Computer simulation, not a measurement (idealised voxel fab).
process module | voxel self aligned contacts
cross-section cut | 205 nm wide | cells 5 nm
A cross-section is a grid of square cells, given in bands from the top down. A band is one or more rows of cells.
Each band's line starts with the height of the band's top and of its bottom, in nm. Then come its materials from left to right, each with its width in nm. One material with "throughout" fills the band from edge to edge. "air" is empty space.
Height 0 is the level under which the wafer as received is all one material. The lowest band goes on downwards, as in "0 down".
A width such as "30 to 40" changes by the same amount from each row of cells to the next, from the band's top row to its bottom row.
"no change" after a step means that no cell of the cross-section changed.
closed voids: empty space of 8 cells or more with no open way to the top, each as width x height at its distance from the left edge, in nm
after a step's settings: what the simulator itself notes on the step
overlay nm, on a step with a mask: how far to the right of its planned place the mask lay; to the left if negative
plan
1 op RECEIVE | material Si
2 op CONFORMAL_DEP | material SiO2 | thk nm 5
3 op DIRECTIONAL_DEP | material polySi | thk nm 20
4 op DIRECTIONAL_DEP | material SiN | thk nm 20
5 op MASKED_ETCH | tone cover | mask id GATE | width nm 25 | pitch nm 50 | etch materials SiN | depth nm 20 | overlay nm 0
6 op MASKED_ETCH | tone cover | mask id GATE | width nm 25 | pitch nm 50 | etch materials polySi | depth nm 20 | overlay nm 0
7 op CONFORMAL_DEP | material SiN | thk nm 5
8 op DIRECTIONAL_ETCH | etch materials SiN | depth nm 5
9 op FILL_DEP | material SiO2 | thk nm 15
10 op CMP | height nm 50
11 op PATTERN | tone open | mask id CONTACT | material resist | width nm 35 | pitch nm 50 | thk nm 15 | overlay nm 0
12 op DIRECTIONAL_ETCH | etch materials SiO2 | depth nm 50
13 op STRIP | etch materials resist
14 op CONFORMAL_DEP | material TiN | thk nm 5
15 op FILL_DEP | material W | thk nm 10
16 op CMP | height nm 50
17 op CONFORMAL_DEP | material SiCN | thk nm 5
first wafer, as planned
as received, after step 1
  0 down: Si throughout
  closed voids: none
after step 2
  5 to 0: SiO2 throughout
  below 0: unchanged
after step 3
  25 to 5: polySi throughout
  below 5: unchanged
after step 4
  45 to 25: SiN throughout
  below 25: unchanged
after step 5
  45 to 25: air 40 | SiN 25 | air 25 | SiN 25 | air 25 | SiN 25 | air 40
  below 25: unchanged
after step 6
  45 to 25: air 40 | SiN 25 | air 25 | SiN 25 | air 25 | SiN 25 | air 40
  25 to 5: air 40 | polySi 25 | air 25 | polySi 25 | air 25 | polySi 25 | air 40
  below 5: unchanged
after step 7
  50 to 25: air 35 | SiN 35 | air 15 | SiN 35 | air 15 | SiN 35 | air 35
  25 to 10: air 35 | SiN 5 | polySi 25 | SiN 5 | air 15 | SiN 5 | polySi 25 | SiN 5 | air 15 | SiN 5 | polySi 25 | SiN 5 | air 35
  10 to 5: SiN 40 | polySi 25 | SiN 25 | polySi 25 | SiN 25 | polySi 25 | SiN 40
  below 5: unchanged
after step 8
  45 to 25: air 35 | SiN 35 | air 15 | SiN 35 | air 15 | SiN 35 | air 35
  25 to 5: air 35 | SiN 5 | polySi 25 | SiN 5 | air 15 | SiN 5 | polySi 25 | SiN 5 | air 15 | SiN 5 | polySi 25 | SiN 5 | air 35
  below 5: unchanged
after step 9
  60 to 45: SiO2 throughout
  45 to 25: SiO2 35 | SiN 35 | SiO2 15 | SiN 35 | SiO2 15 | SiN 35 | SiO2 35
  25 to 5: SiO2 35 | SiN 5 | polySi 25 | SiN 5 | SiO2 15 | SiN 5 | polySi 25 | SiN 5 | SiO2 15 | SiN 5 | polySi 25 | SiN 5 | SiO2 35
  below 5: unchanged
after step 10
  50 to 45: SiO2 throughout
  below 45: unchanged
after step 11
  65 to 50: resist 60 | air 35 | resist 15 | air 35 | resist 60
  below 50: unchanged
after step 12
  65 to 50: resist 60 | air 35 | resist 15 | air 35 | resist 60
  50 to 45: SiO2 60 | air 35 | SiO2 15 | air 35 | SiO2 60
  45 to 25: SiO2 35 | SiN 35 | air 15 | SiN 35 | air 15 | SiN 35 | SiO2 35
  25 to 5: SiO2 35 | SiN 5 | polySi 25 | SiN 5 | air 15 | SiN 5 | polySi 25 | SiN 5 | air 15 | SiN 5 | polySi 25 | SiN 5 | SiO2 35
  5 to 0: SiO2 70 | air 15 | SiO2 35 | air 15 | SiO2 70
  below 0: unchanged
after step 13
  50 to 45: SiO2 60 | air 35 | SiO2 15 | air 35 | SiO2 60
  below 45: unchanged
after step 14
  55 to 50: TiN 65 | air 25 | TiN 25 | air 25 | TiN 65
  50 to 45: SiO2 60 | TiN 15 | air 5 | TiN 15 | SiO2 15 | TiN 15 | air 5 | TiN 15 | SiO2 60
  45 to 25: SiO2 35 | SiN 35 | TiN 5 | air 5 | TiN 5 | SiN 35 | TiN 5 | air 5 | TiN 5 | SiN 35 | SiO2 35
  25 to 5: SiO2 35 | SiN 5 | polySi 25 | SiN 5 | TiN 5 | air 5 | TiN 5 | SiN 5 | polySi 25 | SiN 5 | TiN 5 | air 5 | TiN 5 | SiN 5 | polySi 25 | SiN 5 | SiO2 35
  5 to 0: SiO2 70 | TiN 15 | SiO2 35 | TiN 15 | SiO2 70
  below 0: unchanged
after step 15
  65 to 55: W throughout
  55 to 50: TiN 65 | W 25 | TiN 25 | W 25 | TiN 65
  50 to 45: SiO2 60 | TiN 15 | W 5 | TiN 15 | SiO2 15 | TiN 15 | W 5 | TiN 15 | SiO2 60
  45 to 25: SiO2 35 | SiN 35 | TiN 5 | W 5 | TiN 5 | SiN 35 | TiN 5 | W 5 | TiN 5 | SiN 35 | SiO2 35
  25 to 5: SiO2 35 | SiN 5 | polySi 25 | SiN 5 | TiN 5 | W 5 | TiN 5 | SiN 5 | polySi 25 | SiN 5 | TiN 5 | W 5 | TiN 5 | SiN 5 | polySi 25 | SiN 5 | SiO2 35
  below 5: unchanged
after step 16
  50 to 45: SiO2 60 | TiN 15 | W 5 | TiN 15 | SiO2 15 | TiN 15 | W 5 | TiN 15 | SiO2 60
  below 45: unchanged
after step 17
  55 to 50: SiCN throughout
  below 50: unchanged
second wafer: like start, like plan, one mistake. Through step 5 it matches the first wafer
when step 6 should have ended
  45 to 25: air 40 | SiN 25 | air 25 | SiN 25 | air 25 | SiN 25 | air 40
  25 to 5: air 35 | polySi 35 | air 15 | polySi 35 | air 15 | polySi 35 | air 35
  below 5: unchanged
when step 7 should have ended
  50 to 30: air 35 | SiN 35 | air 15 | SiN 35 | air 15 | SiN 35 | air 35
  30 to 25: air 30 | SiN 45 | air 5 | SiN 45 | air 5 | SiN 45 | air 30
  25 to 10: air 30 | SiN 5 | polySi 35 | SiN 5 | air 5 | SiN 5 | polySi 35 | SiN 5 | air 5 | SiN 5 | polySi 35 | SiN 5 | air 30
  10 to 5: SiN 35 | polySi 35 | SiN 15 | polySi 35 | SiN 15 | polySi 35 | SiN 35
  below 5: unchanged
when step 8 should have ended
  45 to 25: air 35 | SiN 35 | air 15 | SiN 35 | air 15 | SiN 35 | air 35
  25 to 5: air 30 | SiN 5 | polySi 35 | SiN 5 | air 5 | SiN 5 | polySi 35 | SiN 5 | air 5 | SiN 5 | polySi 35 | SiN 5 | air 30
  below 5: unchanged
when step 9 should have ended
  60 to 45: SiO2 throughout
  45 to 25: SiO2 35 | SiN 35 | SiO2 15 | SiN 35 | SiO2 15 | SiN 35 | SiO2 35
  25 to 5: SiO2 30 | SiN 5 | polySi 35 | SiN 5 | SiO2 5 | SiN 5 | polySi 35 | SiN 5 | SiO2 5 | SiN 5 | polySi 35 | SiN 5 | SiO2 30
  below 5: unchanged
when step 10 should have ended
  50 to 45: SiO2 throughout
  below 45: unchanged
when step 11 should have ended
  65 to 50: resist 60 | air 35 | resist 15 | air 35 | resist 60
  below 50: unchanged
when step 12 should have ended
  65 to 50: resist 60 | air 35 | resist 15 | air 35 | resist 60
  50 to 45: SiO2 60 | air 35 | SiO2 15 | air 35 | SiO2 60
  45 to 25: SiO2 35 | SiN 35 | air 15 | SiN 35 | air 15 | SiN 35 | SiO2 35
  25 to 5: SiO2 30 | SiN 5 | polySi 35 | SiN 5 | air 5 | SiN 5 | polySi 35 | SiN 5 | air 5 | SiN 5 | polySi 35 | SiN 5 | SiO2 30
  5 to 0: SiO2 75 | air 5 | SiO2 45 | air 5 | SiO2 75
  below 0: unchanged
when step 13 should have ended
  50 to 45: SiO2 60 | air 35 | SiO2 15 | air 35 | SiO2 60
  below 45: unchanged
when step 14 should have ended
  55 to 50: TiN 65 | air 25 | TiN 25 | air 25 | TiN 65
  50 to 45: SiO2 60 | TiN 15 | air 5 | TiN 15 | SiO2 15 | TiN 15 | air 5 | TiN 15 | SiO2 60
  45 to 30: SiO2 35 | SiN 35 | TiN 5 | air 5 | TiN 5 | SiN 35 | TiN 5 | air 5 | TiN 5 | SiN 35 | SiO2 35
  30 to 25: SiO2 35 | SiN 35 | TiN 15 | SiN 35 | TiN 15 | SiN 35 | SiO2 35
  25 to 5: SiO2 30 | SiN 5 | polySi 35 | SiN 5 | TiN 5 | SiN 5 | polySi 35 | SiN 5 | TiN 5 | SiN 5 | polySi 35 | SiN 5 | SiO2 30
  5 to 0: SiO2 75 | TiN 5 | SiO2 45 | TiN 5 | SiO2 75
  below 0: unchanged
when step 15 should have ended
  65 to 55: W throughout
  55 to 50: TiN 65 | W 25 | TiN 25 | W 25 | TiN 65
  50 to 45: SiO2 60 | TiN 15 | W 5 | TiN 15 | SiO2 15 | TiN 15 | W 5 | TiN 15 | SiO2 60
  45 to 30: SiO2 35 | SiN 35 | TiN 5 | W 5 | TiN 5 | SiN 35 | TiN 5 | W 5 | TiN 5 | SiN 35 | SiO2 35
  below 30: unchanged
when step 16 should have ended
  50 to 45: SiO2 60 | TiN 15 | W 5 | TiN 15 | SiO2 15 | TiN 15 | W 5 | TiN 15 | SiO2 60
  below 45: unchanged
when step 17 should have ended
  55 to 50: SiCN throughout
  below 50: unchanged
what went wrong: step 6 ran as: op MASKED_ETCH | tone cover | mask id GATE | width nm 35 | pitch nm 50 | etch materials polySi | depth nm 20 | overlay nm 0
at the end the second wafer has, in cells: 4 fewer of SiO2 | 10 fewer of TiN | 10 fewer of W | 24 more of polySi
